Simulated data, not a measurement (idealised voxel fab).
Process module in this document: voxel released beams
Square cells of 5 nm make up the cross-section cut, whose width is 220 nm.
Notation: cross-section as square-cell grid; stated in bands, top first, going down; one or more cell rows per band.
This entry defines a band. It first specifies the height of the band's top and the height of its bottom in nm, and then specifies the band's materials from left to right, stating each material with its width in nm. The word "edge to edge" identifies a single material that fills the band from edge to edge, while the word "blank" identifies empty space.
Ref level 0: as-received wafer is one material below here. Bottom band extends down with no lower bound ("0 -> down").
Width spec "30..40" -> top row of cells at first value, bottom row at second value, equal per-row change in between.
The designation "no alterations made", where it is given for a processing step, indicates that no cell of the cross-section was altered in the course of that step.
Heads up: "Voids, sealed" only lists the empty pockets with no open path to the top that are 8 cells or more, and it writes them as width x height at distance, distance from the left edge, in nm.
Text after the settings on a step's line: the simulator's own remark on that step.
"overlay nm" on a masked step: distance the mask lay right of its planned place, negative for left.

Process steps - plan:
| 1 | RECEIVE with material Si |
| 2 | CONFORMAL_DEP with material SiN, thk nm 5 |
| 3 | DIRECTIONAL_DEP with material SiO2, thk nm 10 |
| 4 | MASKED_ETCH with tone open, mask id ANCHOR, width nm 25, etch materials SiO2, depth nm 10, overlay nm 0 |
| 5 | CONFORMAL_DEP with material polySi, thk nm 10 |
| 6 | MASKED_ETCH with tone cover, mask id BEAM, width nm 95, etch materials polySi, depth nm 10, overlay nm 0 |
| 7 | STRIP with etch materials SiO2 |

As received, after step 1:
  0 -> down | Si edge to edge
  Voids, sealed: none

First of two wafers at the end of the module, shown in cross-section; run carried out as planned:
  25 -> 15 | 60 of blank / 15 of polySi / 5 of blank / 75 of polySi / 65 of blank
  15 -> 5 | 65 of blank / 25 of polySi / 130 of blank
  5 -> 0 | SiN edge to edge
  0 -> down | Si edge to edge
  Voids, sealed: none

Here is the second of the two wafers cut open at the end of the module - same start, same plan as the first one, but we made one mistake running it:
  35 -> 25 | 60 of blank / 15 of polySi / 5 of blank / 75 of polySi / 65 of blank
  25 -> 15 | 65 of blank / 25 of polySi / 130 of blank
  15 -> 0 | SiN edge to edge
  0 -> down | Si edge to edge
  Voids, sealed: none
Heads up, the wafer didn't run the way we planned it: step 2 did not use the planned setting and instead ran as CONFORMAL_DEP with material SiN, thk nm 15
Final tally in cells, some materials are higher or lower on the second wafer than on the first: SiN: 88 more
